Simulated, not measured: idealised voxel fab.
Process module in this document: voxel self aligned contacts
Square cell edge 5 nm, section width 265 nm, ID cut.
When this document writes out a cross-section, it uses a grid of square cells and lists it as bands, beginning at the top and moving down, with a band standing for one or more rows of cells. Each band's line starts with the height of the band's top and of its bottom, in nm. Then come its materials from left to right, each with its width in nm. One material with "full width" fills the band from edge to edge. "blank" is empty space. Height is counted from the level 0, under which the received wafer is composed throughout of one material. The lowest of the bands is not closed at the bottom but continues downward, in the notation "0 and below". It should be noted that a width expressed as "30..40" varies in equal increments from row to row of cells within the band, taking the value of the first number at the top row and that of the second number at the bottom row. "changes: none" (step): cross-section cells unchanged, all of them. The entry "Unvented internal voids" lists the empty spaces that cover at least 8 cells and have no open path to the top. Each is written as width x height at distance, where the distance is measured from the left edge and all three values are in nm. Formally, on a step line, whatever follows the settings is a remark that the simulator itself makes on the step. The "overlay nm" setting may appear on a step's line; for a step that uses a mask, it gives how far to the right of its planned position the mask lay, and a negative value indicates the left. Reading guide: pairs of cross-sections, before and after one process step; after view cut off at lowest changed band; step and settings listed under each pair. Pairs may stem from different runs of this module on the same starting wafer; continuity with the pair above only where the "Before-step section" entry states it.
Before-step section:
  0 and below | Si full width
  Unvented internal voids: none
Resulting Cross-Section:
  5 down to 0 | SiO2 full width
  Lower than 0, everything is as it was.
  Unvented internal voids: none
In between the before and after cross-sections above, the step is CONFORMAL_DEP [material SiO2] [thk nm 5]
Before-step section: the after view from the pair directly above serves as the before view here.
Resulting Cross-Section:
  30 down to 5 | polySi full width
  Lower than 5, everything is as it was.
  Unvented internal voids: none
In between the before and after cross-sections above, the step is DIRECTIONAL_DEP [material polySi] [thk nm 25]
Before-step section: the after view from the pair directly above serves as the before view here.
Resulting Cross-Section:
  50 down to 30 | SiN full width
  Lower than 30, everything is as it was.
  Unvented internal voids: none
In between the before and after cross-sections above, the step is DIRECTIONAL_DEP [material SiN] [thk nm 20]
Before-step section: the after view from the pair directly above serves as the before view here.
Resulting Cross-Section:
  70 down to 50 | 45 of blank, 30 of resist, 40 of blank, 30 of resist, 40 of blank, 30 of resist, 50 of blank
  Lower than 50, everything is as it was.
  Unvented internal voids: none
In between the before and after cross-sections above, the step is PATTERN [tone cover] [mask id GATE] [material resist] [width nm 30] [pitch nm 70] [thk nm 20] [overlay nm 0]
Before-step section: the after view from the pair directly above serves as the before view here.
Resulting Cross-Section:
  70 down to 50 | 45 of blank, 30 of resist, 40 of blank, 30 of resist, 40 of blank, 30 of resist, 50 of blank
  50 down to 30 | 45 of blank, 30 of SiN, 40 of blank, 30 of SiN, 40 of blank, 30 of SiN, 50 of blank
  Lower than 30, everything is as it was.
  Unvented internal voids: none
In between the before and after cross-sections above, the step is DIRECTIONAL_ETCH [etch materials SiN] [depth nm 20]
Before-step section: the after view from the pair directly above serves as the before view here.
Resulting Cross-Section:
  70 down to 50 | 45 of blank, 30 of resist, 40 of blank, 30 of resist, 40 of blank, 30 of resist, 50 of blank
  50 down to 30 | 45 of blank, 30 of SiN, 40 of blank, 30 of SiN, 40 of blank, 30 of SiN, 50 of blank
  30 down to 5 | 45 of blank, 30 of polySi, 40 of blank, 30 of polySi, 40 of blank, 30 of polySi, 50 of blank
  Lower than 5, everything is as it was.
  Unvented internal voids: none
In between the before and after cross-sections above, the step is DIRECTIONAL_ETCH [etch materials polySi] [depth nm 25]
Before-step section: the after view from the pair directly above serves as the before view here.
Resulting Cross-Section:
  50 down to 30 | 45 of blank, 30 of SiN, 40 of blank, 30 of SiN, 40 of blank, 30 of SiN, 50 of blank
  Lower than 30, everything is as it was.
  Unvented internal voids: none
In between the before and after cross-sections above, the step is STRIP [etch materials resist]
Before-step section: the after view from the pair directly above serves as the before view here.
Resulting Cross-Section:
  60 down to 30 | 35 of blank, 50 of SiN, 20 of blank, 50 of SiN, 20 of blank, 50 of SiN, 40 of blank
  30 down to 15 | 35 of blank, 10 of SiN, 30 of polySi, 10 of SiN, 20 of blank, 10 of SiN, 30 of polySi, 10 of SiN, 20 of blank, 10 of SiN, 30 of polySi, 10 of SiN, 40 of blank
  15 down to 5 | 45 of SiN, 30 of polySi, 40 of SiN, 30 of polySi, 40 of SiN, 30 of polySi, 50 of SiN
  Lower than 5, everything is as it was.
  Unvented internal voids: none
In between the before and after cross-sections above, the step is CONFORMAL_DEP [material SiN] [thk nm 10]
Before-step section: the after view from the pair directly above serves as the before view here.
Resulting Cross-Section:
  50 down to 30 | 35 of blank, 50 of SiN, 20 of blank, 50 of SiN, 20 of blank, 50 of SiN, 40 of blank
  30 down to 5 | 35 of blank, 10 of SiN, 30 of polySi, 10 of SiN, 20 of blank, 10 of SiN, 30 of polySi, 10 of SiN, 20 of blank, 10 of SiN, 30 of polySi, 10 of SiN, 40 of blank
  Lower than 5, everything is as it was.
  Unvented internal voids: none
In between the before and after cross-sections above, the step is DIRECTIONAL_ETCH [etch materials SiN] [depth nm 10]
Before-step section: the after view from the pair directly above serves as the before view here.
Resulting Cross-Section:
  65 down to 50 | SiO2 full width
  50 down to 30 | 35 of SiO2, 50 of SiN, 20 of SiO2, 50 of SiN, 20 of SiO2, 50 of SiN, 40 of SiO2
  30 down to 5 | 35 of SiO2, 10 of SiN, 30 of polySi, 10 of SiN, 20 of SiO2, 10 of SiN, 30 of polySi, 10 of SiN, 20 of SiO2, 10 of SiN, 30 of polySi, 10 of SiN, 40 of SiO2
  Lower than 5, everything is as it was.
  Unvented internal voids: none
In between the before and after cross-sections above, the step is FILL_DEP [material SiO2] [thk nm 15]
Before-step section: the after view from the pair directly above serves as the before view here.
Resulting Cross-Section:
  60 down to 50 | SiO2 full width
  Lower than 50, everything is as it was.
  Unvented internal voids: none
In between the before and after cross-sections above, the step is CMP [height nm 60]
Before-step section: the after view from the pair directly above serves as the before view here.
Resulting Cross-Section:
  60 down to 50 | 70 of SiO2, 50 of blank, 20 of SiO2, 50 of blank, 75 of SiO2
  50 down to 30 | 35 of SiO2, 50 of SiN, 20 of blank, 50 of SiN, 20 of blank, 50 of SiN, 40 of SiO2
  30 down to 5 | 35 of SiO2, 10 of SiN, 30 of polySi, 10 of SiN, 20 of blank, 10 of SiN, 30 of polySi, 10 of SiN, 20 of blank, 10 of SiN, 30 of polySi, 10 of SiN, 40 of SiO2
  5 down to 0 | 85 of SiO2, 20 of blank, 50 of SiO2, 20 of blank, 90 of SiO2
  Lower than 0, everything is as it was.
  Unvented internal voids: none
In between the before and after cross-sections above, the step is MASKED_ETCH [tone open] [mask id CONTACT] [width nm 50] [pitch nm 70] [etch materials SiO2] [depth nm 60] [overlay nm 0]
Before-step section: the after view from the pair directly above serves as the before view here.
Resulting Cross-Section:
  65 down to 60 | 75 of TiN, 40 of blank, 30 of TiN, 40 of blank, 80 of TiN
  60 down to 50 | 70 of SiO2, 5..20 of TiN, 40..10 of blank, 5..20 of TiN, 20 of SiO2, 5..20 of TiN, 40..10 of blank, 5..20 of TiN, 75 of SiO2
  50 down to 30 | 35 of SiO2, 50 of SiN, 5 of TiN, 10 of blank, 5 of TiN, 50 of SiN, 5 of TiN, 10 of blank, 5 of TiN, 50 of SiN, 40 of SiO2
  30 down to 5 | 35 of SiO2, 10 of SiN, 30 of polySi, 10 of SiN, 5 of TiN, 10 of blank, 5 of TiN, 10 of SiN, 30 of polySi, 10 of SiN, 5 of TiN, 10 of blank, 5 of TiN, 10 of SiN, 30 of polySi, 10 of SiN, 40 of SiO2
  5 down to 0 | 85 of SiO2, 20 of TiN, 50 of SiO2, 20 of TiN, 90 of SiO2
  Lower than 0, everything is as it was.
  Unvented internal voids: none
In between the before and after cross-sections above, the step is CONFORMAL_DEP [material TiN] [thk nm 5]
Before-step section: the after view from the pair directly above serves as the before view here.
Resulting Cross-Section:
  75 down to 65 | Ru full width
  65 down to 60 | 75 of TiN, 40 of Ru, 30 of TiN, 40 of Ru, 80 of TiN
  60 down to 50 | 70 of SiO2, 5..20 of TiN, 40..10 of Ru, 5..20 of TiN, 20 of SiO2, 5..20 of TiN, 40..10 of Ru, 5..20 of TiN, 75 of SiO2
  50 down to 30 | 35 of SiO2, 50 of SiN, 5 of TiN, 10 of Ru, 5 of TiN, 50 of SiN, 5 of TiN, 10 of Ru, 5 of TiN, 50 of SiN, 40 of SiO2
  30 down to 5 | 35 of SiO2, 10 of SiN, 30 of polySi, 10 of SiN, 5 of TiN, 10 of Ru, 5 of TiN, 10 of SiN, 30 of polySi, 10 of SiN, 5 of TiN, 10 of Ru, 5 of TiN, 10 of SiN, 30 of polySi, 10 of SiN, 40 of SiO2
  Lower than 5, everything is as it was.
  Unvented internal voids: none
In between the before and after cross-sections above, the step is FILL_DEP [material Ru] [thk nm 10]
Before-step section: the after view from the pair directly above serves as the before view here.
Resulting Cross-Section:
  60 down to 50 | 70 of SiO2, 5..20 of TiN, 40..10 of Ru, 5..20 of TiN, 20 of SiO2, 5..20 of TiN, 40..10 of Ru, 5..20 of TiN, 75 of SiO2
  Lower than 50, everything is as it was.
  Unvented internal voids: none
In between the before and after cross-sections above, the step is CMP [height nm 60]
Before-step section: the after view from the pair directly above serves as the before view here.
Resulting Cross-Section:
  65 down to 60 | SiN full width
  Lower than 60, everything is as it was.
  Unvented internal voids: none
In between the before and after cross-sections above, the step is CONFORMAL_DEP [material SiN] [thk nm 5]
Before-step section:
  0 and below | Si full width
  Unvented internal voids: none
Resulting Cross-Section:
  25 down to 0 | polySi full width
  Lower than 0, everything is as it was.
  Unvented internal voids: none
In between the before and after cross-sections above, the step is DIRECTIONAL_DEP [material polySi] [thk nm 25]
Before-step section: the after view from the pair directly above serves as the before view here.
Resulting Cross-Section:
  45 down to 25 | SiN full width
  Lower than 25, everything is as it was.
  Unvented internal voids: none
In between the before and after cross-sections above, the step is DIRECTIONAL_DEP [material SiN] [thk nm 20]
Before-step section: the after view from the pair directly above serves as the before view here.
Resulting Cross-Section:
  65 down to 45 | 45 of blank, 30 of resist, 40 of blank, 30 of resist, 40 of blank, 30 of resist, 50 of blank
  Lower than 45, everything is as it was.
  Unvented internal voids: none
In between the before and after cross-sections above, the step is PATTERN [tone cover] [mask id GATE] [material resist] [width nm 30] [pitch nm 70] [thk nm 20] [overlay nm 0]
Before-step section: the after view from the pair directly above serves as the before view here.
Resulting Cross-Section:
  65 down to 45 | 45 of blank, 30 of resist, 40 of blank, 30 of resist, 40 of blank, 30 of resist, 50 of blank
  45 down to 25 | 45 of blank, 30 of SiN, 40 of blank, 30 of SiN, 40 of blank, 30 of SiN, 50 of blank
  Lower than 25, everything is as it was.
  Unvented internal voids: none
In between the before and after cross-sections above, the step is DIRECTIONAL_ETCH [etch materials SiN] [depth nm 20]
Before-step section: the after view from the pair directly above serves as the before view here.
Resulting Cross-Section:
  65 down to 45 | 45 of blank, 30 of resist, 40 of blank, 30 of resist, 40 of blank, 30 of resist, 50 of blank
  45 down to 25 | 45 of blank, 30 of SiN, 40 of blank, 30 of SiN, 40 of blank, 30 of SiN, 50 of blank
  25 down to 0 | 45 of blank, 30 of polySi, 40 of blank, 30 of polySi, 40 of blank, 30 of polySi, 50 of blank
  Lower than 0, everything is as it was.
  Unvented internal voids: none
In between the before and after cross-sections above, the step is DIRECTIONAL_ETCH [etch materials polySi] [depth nm 25]
Before-step section: the after view from the pair directly above serves as the before view here.
Resulting Cross-Section:
  45 down to 25 | 45 of blank, 30 of SiN, 40 of blank, 30 of SiN, 40 of blank, 30 of SiN, 50 of blank
  Lower than 25, everything is as it was.
  Unvented internal voids: none
In between the before and after cross-sections above, the step is STRIP [etch materials resist]
Before-step section: the after view from the pair directly above serves as the before view here.
Resulting Cross-Section:
  55 down to 25 | 35 of blank, 50 of SiN, 20 of blank, 50 of SiN, 20 of blank, 50 of SiN, 40 of blank
  25 down to 10 | 35 of blank, 10 of SiN, 30 of polySi, 10 of SiN, 20 of blank, 10 of SiN, 30 of polySi, 10 of SiN, 20 of blank, 10 of SiN, 30 of polySi, 10 of SiN, 40 of blank
  10 down to 0 | 45 of SiN, 30 of polySi, 40 of SiN, 30 of polySi, 40 of SiN, 30 of polySi, 50 of SiN
  Lower than 0, everything is as it was.
  Unvented internal voids: none
In between the before and after cross-sections above, the step is CONFORMAL_DEP [material SiN] [thk nm 10]
Before-step section: the after view from the pair directly above serves as the before view here.
Resulting Cross-Section:
  45 down to 25 | 35 of blank, 50 of SiN, 20 of blank, 50 of SiN, 20 of blank, 50 of SiN, 40 of blank
  25 down to 0 | 35 of blank, 10 of SiN, 30 of polySi, 10 of SiN, 20 of blank, 10 of SiN, 30 of polySi, 10 of SiN, 20 of blank, 10 of SiN, 30 of polySi, 10 of SiN, 40 of blank
  Lower than 0, everything is as it was.
  Unvented internal voids: none
In between the before and after cross-sections above, the step is DIRECTIONAL_ETCH [etch materials SiN] [depth nm 10]
Before-step section: the after view from the pair directly above serves as the before view here.
Resulting Cross-Section:
  60 down to 45 | SiO2 full width
  45 down to 25 | 35 of SiO2, 50 of SiN, 20 of SiO2, 50 of SiN, 20 of SiO2, 50 of SiN, 40 of SiO2
  25 down to 0 | 35 of SiO2, 10 of SiN, 30 of polySi, 10 of SiN, 20 of SiO2, 10 of SiN, 30 of polySi, 10 of SiN, 20 of SiO2, 10 of SiN, 30 of polySi, 10 of SiN, 40 of SiO2
  Lower than 0, everything is as it was.
  Unvented internal voids: none
In between the before and after cross-sections above, the step is FILL_DEP [material SiO2] [thk nm 15]
Before-step section: the after view from the pair directly above serves as the before view here.
Resulting Cross-Section:
  60 down to 45 | 70 of SiO2, 50 of blank, 20 of SiO2, 50 of blank, 75 of SiO2
  45 down to 25 | 35 of SiO2, 50 of SiN, 20 of blank, 50 of SiN, 20 of blank, 50 of SiN, 40 of SiO2
  25 down to 0 | 35 of SiO2, 10 of SiN, 30 of polySi, 10 of SiN, 20 of blank, 10 of SiN, 30 of polySi, 10 of SiN, 20 of blank, 10 of SiN, 30 of polySi, 10 of SiN, 40 of SiO2
  Lower than 0, everything is as it was.
  Unvented internal voids: none
In between the before and after cross-sections above, the step is MASKED_ETCH [tone open] [mask id CONTACT] [width nm 50] [pitch nm 70] [etch materials SiO2] [depth nm 60] [overlay nm 0]
Before-step section: the after view from the pair directly above serves as the before view here.
Resulting Cross-Section:
  65 down to 60 | 75 of TiN, 40 of blank, 30 of TiN, 40 of blank, 80 of TiN
  60 down to 50 | 70 of SiO2, 5 of TiN, 40 of blank, 5 of TiN, 20 of SiO2, 5 of TiN, 40 of blank, 5 of TiN, 75 of SiO2
  50 down to 45 | 70 of SiO2, 20 of TiN, 10 of blank, 20 of TiN, 20 of SiO2, 20 of TiN, 10 of blank, 20 of TiN, 75 of SiO2
  45 down to 25 | 35 of SiO2, 50 of SiN, 5 of TiN, 10 of blank, 5 of TiN, 50 of SiN, 5 of TiN, 10 of blank, 5 of TiN, 50 of SiN, 40 of SiO2
  25 down to 5 | 35 of SiO2, 10 of SiN, 30 of polySi, 10 of SiN, 5 of TiN, 10 of blank, 5 of TiN, 10 of SiN, 30 of polySi, 10 of SiN, 5 of TiN, 10 of blank, 5 of TiN, 10 of SiN, 30 of polySi, 10 of SiN, 40 of SiO2
  5 down to 0 | 35 of SiO2, 10 of SiN, 30 of polySi, 10 of SiN, 20 of TiN, 10 of SiN, 30 of polySi, 10 of SiN, 20 of TiN, 10 of SiN, 30 of polySi, 10 of SiN, 40 of SiO2
  Lower than 0, everything is as it was.
  Unvented internal voids: none
In between the before and after cross-sections above, the step is CONFORMAL_DEP [material TiN] [thk nm 5]
Before-step section: the after view from the pair directly above serves as the before view here.
Resulting Cross-Section:
  75 down to 65 | Ru full width
  65 down to 60 | 75 of TiN, 40 of Ru, 30 of TiN, 40 of Ru, 80 of TiN
  60 down to 50 | 70 of SiO2, 5 of TiN, 40 of Ru, 5 of TiN, 20 of SiO2, 5 of TiN, 40 of Ru, 5 of TiN, 75 of SiO2
  50 down to 45 | 70 of SiO2, 20 of TiN, 10 of Ru, 20 of TiN, 20 of SiO2, 20 of TiN, 10 of Ru, 20 of TiN, 75 of SiO2
  45 down to 25 | 35 of SiO2, 50 of SiN, 5 of TiN, 10 of Ru, 5 of TiN, 50 of SiN, 5 of TiN, 10 of Ru, 5 of TiN, 50 of SiN, 40 of SiO2
  25 down to 5 | 35 of SiO2, 10 of SiN, 30 of polySi, 10 of SiN, 5 of TiN, 10 of Ru, 5 of TiN, 10 of SiN, 30 of polySi, 10 of SiN, 5 of TiN, 10 of Ru, 5 of TiN, 10 of SiN, 30 of polySi, 10 of SiN, 40 of SiO2
  Lower than 5, everything is as it was.
  Unvented internal voids: none
In between the before and after cross-sections above, the step is FILL_DEP [material Ru] [thk nm 10]
Before-step section: the after view from the pair directly above serves as the before view here.
Resulting Cross-Section:
  60 down to 50 | 70 of SiO2, 5 of TiN, 40 of Ru, 5 of TiN, 20 of SiO2, 5 of TiN, 40 of Ru, 5 of TiN, 75 of SiO2
  Lower than 50, everything is as it was.
  Unvented internal voids: none
In between the before and after cross-sections above, the step is CMP [height nm 60]
Before-step section: the after view from the pair directly above serves as the before view here.
Resulting Cross-Section:
  65 down to 60 | SiN full width
  Lower than 60, everything is as it was.
  Unvented internal voids: none
In between the before and after cross-sections above, the step is CONFORMAL_DEP [material SiN] [thk nm 5]
Before-step section:
  50 down to 30 | SiN full width
  30 down to 5 | polySi full width
  5 down to 0 | SiO2 full width
  0 and below | Si full width
  Unvented internal voids: none
Resulting Cross-Section:
  70 down to 30 | SiN full width
  Lower than 30, everything is as it was.
  Unvented internal voids: none
In between the before and after cross-sections above, the step is DIRECTIONAL_DEP [material SiN] [thk nm 20]
Before-step section: the after view from the pair directly above serves as the before view here.
Resulting Cross-Section:
  90 down to 70 | 45 of blank, 30 of resist, 40 of blank, 30 of resist, 40 of blank, 30 of resist, 50 of blank
  Lower than 70, everything is as it was.
  Unvented internal voids: none
In between the before and after cross-sections above, the step is PATTERN [tone cover] [mask id GATE] [material resist] [width nm 30] [pitch nm 70] [thk nm 20] [overlay nm 0]
Before-step section: the after view from the pair directly above serves as the before view here.
Resulting Cross-Section:
  90 down to 70 | 45 of blank, 30 of resist, 40 of blank, 30 of resist, 40 of blank, 30 of resist, 50 of blank
  70 down to 50 | 45 of blank, 30 of SiN, 40 of blank, 30 of SiN, 40 of blank, 30 of SiN, 50 of blank
  Lower than 50, everything is as it was.
  Unvented internal voids: none
In between the before and after cross-sections above, the step is DIRECTIONAL_ETCH [etch materials SiN] [depth nm 20]
Before-step section: the after view from the pair directly above serves as the before view here.
Resulting Cross-Section:
  70 down to 50 | 45 of blank, 30 of SiN, 40 of blank, 30 of SiN, 40 of blank, 30 of SiN, 50 of blank
  Lower than 50, everything is as it was.
  Unvented internal voids: none
In between the before and after cross-sections above, the step is STRIP [etch materials resist]
Before-step section: the after view from the pair directly above serves as the before view here.
Resulting Cross-Section:
  80 down to 60 | 35 of blank, 50 of SiN, 20 of blank, 50 of SiN, 20 of blank, 50 of SiN, 40 of blank
  60 down to 30 | SiN full width
  Lower than 30, everything is as it was.
  Unvented internal voids: none
In between the before and after cross-sections above, the step is CONFORMAL_DEP [material SiN] [thk nm 10]
Before-step section: the after view from the pair directly above serves as the before view here.
Resulting Cross-Section:
  70 down to 50 | 35 of blank, 50 of SiN, 20 of blank, 50 of SiN, 20 of blank, 50 of SiN, 40 of blank
  Lower than 50, everything is as it was.
  Unvented internal voids: none
In between the before and after cross-sections above, the step is DIRECTIONAL_ETCH [etch materials SiN] [depth nm 10]
Before-step section: the after view from the pair directly above serves as the before view here.
Resulting Cross-Section:
  85 down to 70 | SiO2 full width
  70 down to 50 | 35 of SiO2, 50 of SiN, 20 of SiO2, 50 of SiN, 20 of SiO2, 50 of SiN, 40 of SiO2
  Lower than 50, everything is as it was.
  Unvented internal voids: none
In between the before and after cross-sections above, the step is FILL_DEP [material SiO2] [thk nm 15]
Before-step section: the after view from the pair directly above serves as the before view here.
Resulting Cross-Section:
  60 down to 50 | 35 of SiO2, 50 of SiN, 20 of SiO2, 50 of SiN, 20 of SiO2, 50 of SiN, 40 of SiO2
  Lower than 50, everything is as it was.
  Unvented internal voids: none
In between the before and after cross-sections above, the step is CMP [height nm 60]
Before-step section: the after view from the pair directly above serves as the before view here.
Resulting Cross-Section:
  60 down to 50 | 35 of SiO2, 50 of SiN, 20 of blank, 50 of SiN, 20 of blank, 50 of SiN, 40 of SiO2
  Lower than 50, everything is as it was.
  Unvented internal voids: none
In between the before and after cross-sections above, the step is MASKED_ETCH [tone open] [mask id CONTACT] [width nm 50] [pitch nm 70] [etch materials SiO2] [depth nm 60] [overlay nm 0]
Before-step section: the after view from the pair directly above serves as the before view here.
Resulting Cross-Section:
  65 down to 60 | 90 of TiN, 10 of blank, 60 of TiN, 10 of blank, 95 of TiN
  60 down to 55 | 35 of SiO2, 50 of SiN, 5 of TiN, 10 of blank, 5 of TiN, 50 of SiN, 5 of TiN, 10 of blank, 5 of TiN, 50 of SiN, 40 of SiO2
  55 down to 50 | 35 of SiO2, 50 of SiN, 20 of TiN, 50 of SiN, 20 of TiN, 50 of SiN, 40 of SiO2
  Lower than 50, everything is as it was.
  Unvented internal voids: none
In between the before and after cross-sections above, the step is CONFORMAL_DEP [material TiN] [thk nm 5]
Before-step section: the after view from the pair directly above serves as the before view here.
Resulting Cross-Section:
  75 down to 65 | Ru full width
  65 down to 60 | 90 of TiN, 10 of Ru, 60 of TiN, 10 of Ru, 95 of TiN
  60 down to 55 | 35 of SiO2, 50 of SiN, 5 of TiN, 10 of Ru, 5 of TiN, 50 of SiN, 5 of TiN, 10 of Ru, 5 of TiN, 50 of SiN, 40 of SiO2
  Lower than 55, everything is as it was.
  Unvented internal voids: none
In between the before and after cross-sections above, the step is FILL_DEP [material Ru] [thk nm 10]
Before-step section: the after view from the pair directly above serves as the before view here.
Resulting Cross-Section:
  60 down to 55 | 35 of SiO2, 50 of SiN, 5 of TiN, 10 of Ru, 5 of TiN, 50 of SiN, 5 of TiN, 10 of Ru, 5 of TiN, 50 of SiN, 40 of SiO2
  Lower than 55, everything is as it was.
  Unvented internal voids: none
In between the before and after cross-sections above, the step is CMP [height nm 60]
Before-step section: the after view from the pair directly above serves as the before view here.
Resulting Cross-Section:
  65 down to 60 | SiN full width
  Lower than 60, everything is as it was.
  Unvented internal voids: none
In between the before and after cross-sections above, the step is CONFORMAL_DEP [material SiN] [thk nm 5]
Before-step section:
  50 down to 30 | 45 of blank, 30 of SiN, 40 of blank, 30 of SiN, 40 of blank, 30 of SiN, 50 of blank
  30 down to 5 | 45 of blank, 30 of polySi, 40 of blank, 30 of polySi, 40 of blank, 30 of polySi, 50 of blank
  5 down to 0 | SiO2 full width
  0 and below | Si full width
  Unvented internal voids: none
Resulting Cross-Section:
  40 down to 30 | 45 of blank, 30 of SiN, 40 of blank, 30 of SiN, 40 of blank, 30 of SiN, 50 of blank
  Lower than 30, everything is as it was.
  Unvented internal voids: none
In between the before and after cross-sections above, the step is DIRECTIONAL_ETCH [etch materials SiN] [depth nm 10]
Before-step section: the after view from the pair directly above serves as the before view here.
Resulting Cross-Section:
  50 down to 30 | 35 of blank, 50 of SiN, 20 of blank, 50 of SiN, 20 of blank, 50 of SiN, 40 of blank
  30 down to 15 | 35 of blank, 10 of SiN, 30 of polySi, 10 of SiN, 20 of blank, 10 of SiN, 30 of polySi, 10 of SiN, 20 of blank, 10 of SiN, 30 of polySi, 10 of SiN, 40 of blank
  15 down to 5 | 45 of SiN, 30 of polySi, 40 of SiN, 30 of polySi, 40 of SiN, 30 of polySi, 50 of SiN
  Lower than 5, everything is as it was.
  Unvented internal voids: none
In between the before and after cross-sections above, the step is CONFORMAL_DEP [material SiN] [thk nm 10]
Before-step section: the after view from the pair directly above serves as the before view here.
Resulting Cross-Section:
  65 down to 50 | SiO2 full width
  50 down to 30 | 35 of SiO2, 50 of SiN, 20 of SiO2, 50 of SiN, 20 of SiO2, 50 of SiN, 40 of SiO2
  30 down to 15 | 35 of SiO2, 10 of SiN, 30 of polySi, 10 of SiN, 20 of SiO2, 10 of SiN, 30 of polySi, 10 of SiN, 20 of SiO2, 10 of SiN, 30 of polySi, 10 of SiN, 40 of SiO2
  Lower than 15, everything is as it was.
  Unvented internal voids: none
In between the before and after cross-sections above, the step is FILL_DEP [material SiO2] [thk nm 15]
Before-step section: the after view from the pair directly above serves as the before view here.
Resulting Cross-Section:
  60 down to 50 | SiO2 full width
  Lower than 50, everything is as it was.
  Unvented internal voids: none
In between the before and after cross-sections above, the step is CMP [height nm 60]
Before-step section: the after view from the pair directly above serves as the before view here.
Resulting Cross-Section:
  60 down to 50 | 70 of SiO2, 50 of blank, 20 of SiO2, 50 of blank, 75 of SiO2
  50 down to 30 | 35 of SiO2, 50 of SiN, 20 of blank, 50 of SiN, 20 of blank, 50 of SiN, 40 of SiO2
  30 down to 15 | 35 of SiO2, 10 of SiN, 30 of polySi, 10 of SiN, 20 of blank, 10 of SiN, 30 of polySi, 10 of SiN, 20 of blank, 10 of SiN, 30 of polySi, 10 of SiN, 40 of SiO2
  Lower than 15, everything is as it was.
  Unvented internal voids: none
In between the before and after cross-sections above, the step is MASKED_ETCH [tone open] [mask id CONTACT] [width nm 50] [pitch nm 70] [etch materials SiO2] [depth nm 60] [overlay nm 0]
Before-step section: the after view from the pair directly above serves as the before view here.
Resulting Cross-Section:
  65 down to 60 | 75 of TiN, 40 of blank, 30 of TiN, 40 of blank, 80 of TiN
  60 down to 50 | 70 of SiO2, 5..20 of TiN, 40..10 of blank, 5..20 of TiN, 20 of SiO2, 5..20 of TiN, 40..10 of blank, 5..20 of TiN, 75 of SiO2
  50 down to 30 | 35 of SiO2, 50 of SiN, 5 of TiN, 10 of blank, 5 of TiN, 50 of SiN, 5 of TiN, 10 of blank, 5 of TiN, 50 of SiN, 40 of SiO2
  30 down to 20 | 35 of SiO2, 10 of SiN, 30 of polySi, 10 of SiN, 5 of TiN, 10 of blank, 5 of TiN, 10 of SiN, 30 of polySi, 10 of SiN, 5 of TiN, 10 of blank, 5 of TiN, 10 of SiN, 30 of polySi, 10 of SiN, 40 of SiO2
  20 down to 15 | 35 of SiO2, 10 of SiN, 30 of polySi, 10 of SiN, 20 of TiN, 10 of SiN, 30 of polySi, 10 of SiN, 20 of TiN, 10 of SiN, 30 of polySi, 10 of SiN, 40 of SiO2
  Lower than 15, everything is as it was.
  Unvented internal voids: none
In between the before and after cross-sections above, the step is CONFORMAL_DEP [material TiN] [thk nm 5]
Before-step section: the after view from the pair directly above serves as the before view here.
Resulting Cross-Section:
  75 down to 65 | Ru full width
  65 down to 60 | 75 of TiN, 40 of Ru, 30 of TiN, 40 of Ru, 80 of TiN
  60 down to 50 | 70 of SiO2, 5..20 of TiN, 40..10 of Ru, 5..20 of TiN, 20 of SiO2, 5..20 of TiN, 40..10 of Ru, 5..20 of TiN, 75 of SiO2
  50 down to 30 | 35 of SiO2, 50 of SiN, 5 of TiN, 10 of Ru, 5 of TiN, 50 of SiN, 5 of TiN, 10 of Ru, 5 of TiN, 50 of SiN, 40 of SiO2
  30 down to 20 | 35 of SiO2, 10 of SiN, 30 of polySi, 10 of SiN, 5 of TiN, 10 of Ru, 5 of TiN, 10 of SiN, 30 of polySi, 10 of SiN, 5 of TiN, 10 of Ru, 5 of TiN, 10 of SiN, 30 of polySi, 10 of SiN, 40 of SiO2
  Lower than 20, everything is as it was.
  Unvented internal voids: none
In between the before and after cross-sections above, the step is FILL_DEP [material Ru] [thk nm 10]
Before-step section: the after view from the pair directly above serves as the before view here.
Resulting Cross-Section:
  60 down to 50 | 70 of SiO2, 5..20 of TiN, 40..10 of Ru, 5..20 of TiN, 20 of SiO2, 5..20 of TiN, 40..10 of Ru, 5..20 of TiN, 75 of SiO2
  Lower than 50, everything is as it was.
  Unvented internal voids: none
In between the before and after cross-sections above, the step is CMP [height nm 60]
Before-step section: the after view from the pair directly above serves as the before view here.
Resulting Cross-Section:
  65 down to 60 | SiN full width
  Lower than 60, everything is as it was.
  Unvented internal voids: none
In between the before and after cross-sections above, the step is CONFORMAL_DEP [material SiN] [thk nm 5]
Before-step section:
  60 down to 50 | SiO2 full width
  50 down to 30 | 35 of SiO2, 50 of SiN, 20 of SiO2, 50 of SiN, 20 of SiO2, 50 of SiN, 40 of SiO2
  30 down to 5 | 35 of SiO2, 10 of SiN, 30 of polySi, 10 of SiN, 20 of SiO2, 10 of SiN, 30 of polySi, 10 of SiN, 20 of SiO2, 10 of SiN, 30 of polySi, 10 of SiN, 40 of SiO2
  5 down to 0 | SiO2 full width
  0 and below | Si full width
  Unvented internal voids: none
Resulting Cross-Section:
  60 down to 50 | 70 of SiO2, 50 of blank, 20 of SiO2, 50 of blank, 75 of SiO2
  50 down to 30 | 35 of SiO2, 50 of SiN, 20 of blank, 50 of SiN, 20 of blank, 50 of SiN, 40 of SiO2
  30 down to 10 | 35 of SiO2, 10 of SiN, 30 of polySi, 10 of SiN, 20 of blank, 10 of SiN, 30 of polySi, 10 of SiN, 20 of blank, 10 of SiN, 30 of polySi, 10 of SiN, 40 of SiO2
  Lower than 10, everything is as it was.
  Unvented internal voids: none
In between the before and after cross-sections above, the step is MASKED_ETCH [tone open] [mask id CONTACT] [width nm 50] [pitch nm 70] [etch materials SiO2] [depth nm 50] [overlay nm 0]
